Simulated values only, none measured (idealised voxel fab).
This is a process module. Its name is voxel air gaps.
It is cross-section cut that appears here, measuring 210 nm in width, its square cells being 5 nm in size.
For the purposes of this document, a cross-section shall be understood as a grid of square cells, specified as bands listed in top-to-bottom order, each band consisting of one or more rows of cells.
Look at the band entry: it leads with the top's height and the bottom's height in nm. Then it lists the materials left to right, with a width in nm for each. The word "all across" on a single material says that material fills the band edge to edge. The word "blank" is empty space.
Ref level 0: as-received wafer is one material below here. Bottom band extends down with no lower bound ("0..down").
The width entry "30 to 40" should be interpreted row by row: the top row of cells in the band takes the first number, the bottom row takes the second number, and the change between adjacent rows is uniform throughout.
Basically "nothing changed" means that step didn't change any cell in the cross-section.
Reported under the label "Enclosed internal voids" are the empty spaces having no open way to the top and comprising 8 cells or more; the notation for each is width x height at distance, in which the distance is measured from the left edge and all three values are in nm.
after a step's settings: what the simulator itself notes on the step
Steps that use a mask can have "overlay nm" on their line. It says how far the mask sat to the right of where it was meant to be. Negative means to the left.
-- The steps planned for the process are as follows
1. RECEIVE,material Si
2. CONFORMAL_DEP,material SiO2,thk nm 10
3. CONFORMAL_DEP,material SiN,thk nm 5
4. DIRECTIONAL_DEP,material lowk,thk nm 40
5. PATTERN,tone open,mask id LINES,material resist,width nm 15,pitch nm 40,thk nm 15,overlay nm -15
6. DIRECTIONAL_ETCH,etch materials lowk,depth nm 40
7. STRIP,etch materials resist
8. CONFORMAL_DEP,material TiN,thk nm 5
9. FILL_DEP,material Ru,thk nm 10
10. CMP,height nm 55
11. EPI,material Ru,thk nm 10
12. SELECTIVE_ETCH,etch materials lowk,depth nm 50
13. CONFORMAL_DEP,material SiCN,thk nm 5
The plan's step 5 overlay nm is the first wafer's value; the wafers differ in this setting and start identical.
-- Received condition of the first of several wafers, sectioned: post-step 1
    0..down: Si all across
    Enclosed internal voids: none
-- The following table contains a row per wafer, in which are reported, at the conclusion of the module, the cells of each material gained (+) or lost (-) since the wafer's receipt, with its closed voids given thereafter
overlay nm -15, +63 Ru, +118 SiCN, +42 SiN, +84 SiO2, +51 TiN, Enclosed internal voids: 15 x 30 at 60; 15 x 30 at 100
overlay nm -10, +63 Ru, +118 SiCN, +42 SiN, +84 SiO2, +51 TiN, Enclosed internal voids: 15 x 30 at 65; 15 x 30 at 105
overlay nm -5, +63 Ru, +118 SiCN, +42 SiN, +84 SiO2, +51 TiN, Enclosed internal voids: 15 x 30 at 70; 15 x 30 at 110
overlay nm 0, +63 Ru, +118 SiCN, +42 SiN, +84 SiO2, +51 TiN, Enclosed internal voids: 15 x 30 at 75; 15 x 30 at 115
overlay nm 5, +63 Ru, +118 SiCN, +42 SiN, +84 SiO2, +51 TiN, Enclosed internal voids: 15 x 30 at 80; 15 x 30 at 120
overlay nm 10, +63 Ru, +118 SiCN, +42 SiN, +84 SiO2, +51 TiN, Enclosed internal voids: 15 x 30 at 85; 15 x 30 at 125
overlay nm 15, +63 Ru, +118 SiCN, +42 SiN, +84 SiO2, +51 TiN, Enclosed internal voids: 15 x 30 at 90; 15 x 30 at 130
